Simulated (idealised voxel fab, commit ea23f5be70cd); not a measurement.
Process module in this document: voxel wiring stack
Xsec cut, 165 nm wide, square cell size 5 nm.
Bands, listed from the top down, are how a cross-section gets written in this document; the cross-section itself is a grid of square cells, and a band is one or more rows of them. Band: top height; bottom height; in nm. Then, left to right: material with width in nm, for each material. "everywhere": a single material spanning edge to edge. "empty": empty space. Zero point of the height axis is 0; under it, received wafer = one material. Lowest band: continues down indefinitely, "top 0, no bottom". Read "30->40" as a graded width: first number on top, second number at the bottom, same change between each pair of neighbouring rows. Take "nothing got changed" at face value: in the step it is given for, the cross-section changed in none of its cells. Closed-off voids of 8+ cells (no open route to the top) go in "Trapped cavities", written width x height at distance from the left edge, in nm. Where a step's line continues beyond its settings, the continuation is a remark by the simulator itself on that step. The line of a step may include "overlay nm". On a step with a mask, this value is how far to the right of its planned place the mask lay. A negative value means the mask lay to the left.
[Steps in the process plan]
- 1: RECEIVE (material Si)
- 2: CONFORMAL_DEP (material SiO2; thk nm 10)
- 3: DIRECTIONAL_DEP (material TiN; thk nm 5)
- 4: DIRECTIONAL_DEP (material W; thk nm 25)
- 5: PATTERN (tone cover; mask id METAL_1; material resist; width nm 20; pitch nm 40; thk nm 15; overlay nm 0)
- 6: DIRECTIONAL_ETCH (etch materials W; depth nm 25)
- 7: DIRECTIONAL_ETCH (etch materials TiN; depth nm 5)
- 8: STRIP (etch materials resist)
- 9: CONFORMAL_DEP (material SiCN; thk nm 5)
- 10: FILL_DEP (material lowk; thk nm 10)
- 11: CMP (height nm 40)
- 12: CONFORMAL_DEP (material SiCN; thk nm 5)
- 13: DIRECTIONAL_DEP (material SiO2; thk nm 20)
- 14: DIRECTIONAL_DEP (material aC; thk nm 10)
- 15: PATTERN (tone open; mask id PLUG_1; material resist; width nm 15; pitch nm 40; thk nm 25; overlay nm 0)
- 16: DIRECTIONAL_ETCH (etch materials aC; depth nm 10)
- 17: STRIP (etch materials resist)
- 18: DIRECTIONAL_ETCH (etch materials SiO2; depth nm 20)
- 19: DIRECTIONAL_ETCH (etch materials SiCN; depth nm 5)
- 20: STRIP (etch materials aC)
- 21: CONFORMAL_DEP (material TiN; thk nm 5)
- 22: FILL_DEP (material Cu; thk nm 10)
- 23: CMP (height nm 65)
- 24: DIRECTIONAL_DEP (material TiN; thk nm 5)
- 25: DIRECTIONAL_DEP (material Ru; thk nm 15)
- 26: PATTERN (tone cover; mask id METAL_2; material resist; width nm 20; pitch nm 40; thk nm 20; overlay nm 0)
- 27: DIRECTIONAL_ETCH (etch materials Ru; depth nm 15)
- 28: DIRECTIONAL_ETCH (etch materials TiN; depth nm 5)
- 29: STRIP (etch materials resist)
- 30: FILL_DEP (material lowk; thk nm 10)
- 31: CMP (height nm 85)
- 32: CONFORMAL_DEP (material SiCN; thk nm 5)
- 33: DIRECTIONAL_DEP (material lowk; thk nm 20)
- 34: PATTERN (tone open; mask id PLUG_2; material resist; width nm 15; pitch nm 40; thk nm 15; overlay nm 0)
- 35: DIRECTIONAL_ETCH (etch materials lowk; depth nm 20)
- 36: DIRECTIONAL_ETCH (etch materials SiCN; depth nm 5)
- 37: STRIP (etch materials resist)
- 38: EPI (material Ru; thk nm 10)
- 39: EPI (material Ru; thk nm 10)
- 40: EPI (material Ru; thk nm 5)
- 41: DIRECTIONAL_DEP (material TiN; thk nm 5)
- 42: DIRECTIONAL_DEP (material Ru; thk nm 15)
- 43: DIRECTIONAL_DEP (material aC; thk nm 10)
- 44: PATTERN (tone cover; mask id METAL_3; material resist; width nm 20; pitch nm 40; thk nm 25; overlay nm 0)
- 45: DIRECTIONAL_ETCH (etch materials aC; depth nm 10)
- 46: STRIP (etch materials resist)
- 47: DIRECTIONAL_ETCH (etch materials Ru; depth nm 15)
- 48: DIRECTIONAL_ETCH (etch materials TiN; depth nm 5)
- 49: STRIP (etch materials aC)
- 50: CONFORMAL_DEP (material SiN; thk nm 5)
- 51: FILL_DEP (material SiO2; thk nm 10)
- 52: CMP (height nm 130)
- 53: CONFORMAL_DEP (material SiCN; thk nm 5)
- 54: DIRECTIONAL_DEP (material lowk; thk nm 20)
- 55: MASKED_ETCH (tone open; mask id PLUG_3; width nm 15; pitch nm 40; etch materials lowk; depth nm 20; overlay nm 0)
- 56: MASKED_ETCH (tone open; mask id PLUG_3; width nm 15; pitch nm 40; etch materials SiCN; depth nm 5; overlay nm 0)
- 57: EPI (material Ru; thk nm 10)
- 58: EPI (material Ru; thk nm 10)
- 59: EPI (material Ru; thk nm 5)
- 60: DIRECTIONAL_DEP (material TiN; thk nm 5)
- 61: DIRECTIONAL_DEP (material W; thk nm 15)
- 62: MASKED_ETCH (tone cover; mask id METAL_4; width nm 20; pitch nm 40; etch materials W; depth nm 15; overlay nm 0)
- 63: MASKED_ETCH (tone cover; mask id METAL_4; width nm 20; pitch nm 40; etch materials TiN; depth nm 5; overlay nm 0)
- 64: FILL_DEP (material SiO2; thk nm 10)
- 65: CMP (height nm 175)
- 66: CONFORMAL_DEP (material SiCN; thk nm 5)
[Received-state cross-section, reflecting completion of step 1]
    top 0, no bottom = Si everywhere
    Trapped cavities: none
[The first of two wafers, cross-sectioned at the end of the module, with the run proceeding as planned]
    top 180, bottom 175 = SiCN everywhere
    top 175, bottom 160 = SiO2=30, then W=20, then SiO2=20, then W=20, then SiO2=20, then W=20, then SiO2=35
    top 160, bottom 155 = SiO2=30, then TiN=20, then SiO2=20, then TiN=20, then SiO2=20, then TiN=20, then SiO2=35
    top 155, bottom 135 = lowk=30, then Ru=15, then lowk=25, then Ru=15, then lowk=25, then Ru=15, then lowk=40
    top 135, bottom 130 = SiCN=30, then Ru=15, then SiCN=25, then Ru=15, then SiCN=25, then Ru=15, then SiCN=40
    top 130, bottom 115 = SiO2=25, then SiN=5, then Ru=20, then SiN=5, then SiO2=10, then SiN=5, then Ru=20, then SiN=5, then SiO2=10, then SiN=5, then Ru=20, then SiN=5, then SiO2=30
    top 115, bottom 110 = SiN=30, then TiN=20, then SiN=20, then TiN=20, then SiN=20, then TiN=20, then SiN=35
    top 110, bottom 90 = lowk=30, then Ru=15, then lowk=25, then Ru=15, then lowk=25, then Ru=15, then lowk=40
    top 90, bottom 85 = SiCN=30, then Ru=15, then SiCN=25, then Ru=15, then SiCN=25, then Ru=15, then SiCN=40
    top 85, bottom 70 = lowk=30, then Ru=20, then lowk=20, then Ru=20, then lowk=20, then Ru=20, then lowk=35
    top 70, bottom 65 = lowk=30, then TiN=20, then lowk=20, then TiN=20, then lowk=20, then TiN=20, then lowk=35
    top 65, bottom 45 = SiO2=30, then TiN=5, then Cu=5, then TiN=5, then SiO2=25, then TiN=5, then Cu=5, then TiN=5, then SiO2=25, then TiN=5, then Cu=5, then TiN=5, then SiO2=40
    top 45, bottom 40 = SiCN=30, then TiN=15, then SiCN=25, then TiN=15, then SiCN=25, then TiN=15, then SiCN=40
    top 40, bottom 15 = lowk=25, then SiCN=5, then W=20, then SiCN=5, then lowk=10, then SiCN=5, then W=20, then SiCN=5, then lowk=10, then SiCN=5, then W=20, then SiCN=5, then lowk=30
    top 15, bottom 10 = SiCN=30, then TiN=20, then SiCN=20, then TiN=20, then SiCN=20, then TiN=20, then SiCN=35
    top 10, bottom 0 = SiO2 everywhere
    top 0, no bottom = Si everywhere
    Trapped cavities: none
[Cross-section, wafer two of two, end of module: same start and plan as wafer one, one error in execution]
    top 180, bottom 175 = SiCN everywhere
    top 175, bottom 160 = SiO2=45, then W=5, then SiO2=35, then W=5, then SiO2=35, then W=5, then SiO2=35
    top 160, bottom 155 = SiO2=45, then TiN=5, then SiO2=35, then TiN=5, then SiO2=35, then TiN=5, then SiO2=35
    top 155, bottom 150 = lowk=30, then SiO2=15, then lowk=25, then SiO2=15, then lowk=25, then SiO2=15, then lowk=40
    top 150, bottom 135 = lowk=30, then W=15, then lowk=25, then W=15, then lowk=25, then W=15, then lowk=40
    top 135, bottom 130 = SiCN=30, then TiN=15, then SiCN=25, then TiN=15, then SiCN=25, then TiN=15, then SiCN=40
    top 130, bottom 115 = SiO2=40, then SiN=5, then Ru=5, then SiN=5, then SiO2=25, then SiN=5, then Ru=5, then SiN=5, then SiO2=25, then SiN=5, then Ru=5, then SiN=5, then SiO2=30
    top 115, bottom 110 = SiN=35, then SiO2=5, then SiN=5, then TiN=5, then SiN=25, then SiO2=5, then SiN=5, then TiN=5, then SiN=25, then SiO2=5, then SiN=5, then TiN=5, then SiN=35
    top 110, bottom 105 = lowk=30, then SiN=15, then lowk=25, then SiN=15, then lowk=25, then SiN=15, then lowk=40
    top 105, bottom 90 = lowk=30, then Ru=15, then lowk=25, then Ru=15, then lowk=25, then Ru=15, then lowk=40
    top 90, bottom 85 = SiCN=30, then TiN=15, then SiCN=25, then TiN=15, then SiCN=25, then TiN=15, then SiCN=40
    top 85, bottom 70 = Ru=30, then lowk=20, then Ru=20, then lowk=20, then Ru=20, then lowk=20, then Ru=35
    top 70, bottom 65 = TiN=30, then lowk=20, then TiN=20, then lowk=20, then TiN=20, then lowk=20, then TiN=35
    top 65, bottom 45 = SiO2=30, then TiN=5, then Cu=5, then TiN=5, then SiO2=25, then TiN=5, then Cu=5, then TiN=5, then SiO2=25, then TiN=5, then Cu=5, then TiN=5, then SiO2=40
    top 45, bottom 40 = SiCN=30, then TiN=15, then SiCN=25, then TiN=15, then SiCN=25, then TiN=15, then SiCN=40
    top 40, bottom 15 = lowk=25, then SiCN=5, then W=20, then SiCN=5, then lowk=10, then SiCN=5, then W=20, then SiCN=5, then lowk=10, then SiCN=5, then W=20, then SiCN=5, then lowk=30
    top 15, bottom 10 = SiCN=30, then TiN=20, then SiCN=20, then TiN=20, then SiCN=20, then TiN=20, then SiCN=35
    top 10, bottom 0 = SiO2 everywhere
    top 0, no bottom = Si everywhere
    Trapped cavities: none
Deviation noted in wafer processing: the process deviated at step 26: the operation and settings actually run there were PATTERN (tone open; mask id METAL_2; material resist; width nm 20; pitch nm 40; thk nm 20; overlay nm 0)
It is noted that, at the conclusion of processing, the second wafer exhibits a higher or lower cell count for certain materials relative to the first: -63 Ru, +15 SiN, +75 SiO2, +9 TiN, -36 lowk
